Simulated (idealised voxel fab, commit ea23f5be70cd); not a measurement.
This section sets out a process module, namely voxel spacer lines.
This is section cut - it's 270 nm across, gridded in 5 nm square cells.
We lay out every cross-section as a grid of square cells and spell it out in bands from the top down, where one band means one or more rows of cells.
Band: top height; bottom height; in nm. Then, left to right: material with width in nm, for each material. "all across": a single material spanning edge to edge. "empty": empty space.
All heights in this document are referenced to 0, defined as the level beneath which the wafer, as received, consists entirely of one material. The lowest band is not bounded below; it extends indefinitely downward and is written in the form "0..down".
Graded width ("30..40"): value in top row of band = first number; value in bottom row = second number; row-to-row change constant.
"nothing different" for a step: no cell of the cross-section changed in that step.
Voids not open to the top, 8 cells minimum: see "Enclosed voids". Written width x height at distance; distance is from the left edge; nm.
Post-settings text on a step line: simulator's own remark regarding the step.
Regarding "overlay nm": on a step with a mask, it is the distance the mask lay to the right of its planned place; a negative value places it to the left.
**Process steps - plan**
1,RECEIVE: material Si
2,CONFORMAL_DEP: material SiO2, thk nm 5
3,DIRECTIONAL_DEP: material TiN, thk nm 10
4,DIRECTIONAL_DEP: material aC, thk nm 30
5,PATTERN: tone cover, mask id MANDREL, material resist, width nm 15, pitch nm 60, thk nm 40, overlay nm 0
6,DIRECTIONAL_ETCH: etch materials aC, depth nm 30
7,STRIP: etch materials resist
8,CONFORMAL_DEP: material SiN, thk nm 5
9,DIRECTIONAL_ETCH: etch materials SiN, depth nm 15
10,STRIP: etch materials aC
11,DIRECTIONAL_ETCH: etch materials TiN, depth nm 10
12,STRIP: etch materials SiN
13,FILL_DEP: material SiO2, thk nm 10
14,CMP: height nm 15
Every wafer here starts from the same state; it is the step 8 thk nm that distinguishes them, and the value the plan gives belongs to the first wafer.
**Cut through the first of several wafers as received, post step 1**
> 0..down: Si all across
> Enclosed voids: none
**The cross-section of the first of several wafers is given below for the end of the module, after its final step, step 14**
> 15..5: 60 SiO2; 5 TiN; 15 SiO2; 5 TiN; 35 SiO2; 5 TiN; 15 SiO2; 5 TiN; 35 SiO2; 5 TiN; 15 SiO2; 5 TiN; 65 SiO2
> 5..0: SiO2 all across
> 0..down: Si all across
> Enclosed voids: none
**Last-wafer cross-section at the end of the module**
> 15..5: TiN all across
> 5..0: SiO2 all across
> 0..down: Si all across
> Enclosed voids: none
**The rows of the table below are wafers. Looking at the end of the module, a row counts, for every material, the cells the wafer has gained, shown as (+), or lost, shown as (-), since it was received; its closed voids come next**
thk nm 5, +150 SiO2, +12 TiN, Enclosed voids: none
thk nm 10, +138 SiO2, +24 TiN, Enclosed voids: none
thk nm 15, +126 SiO2, +36 TiN, Enclosed voids: none
thk nm 20, +54 SiO2, +108 TiN, Enclosed voids: none
thk nm 25, +54 SiO2, +108 TiN, Enclosed voids: none
thk nm 30, +54 SiO2, +108 TiN, Enclosed voids: none
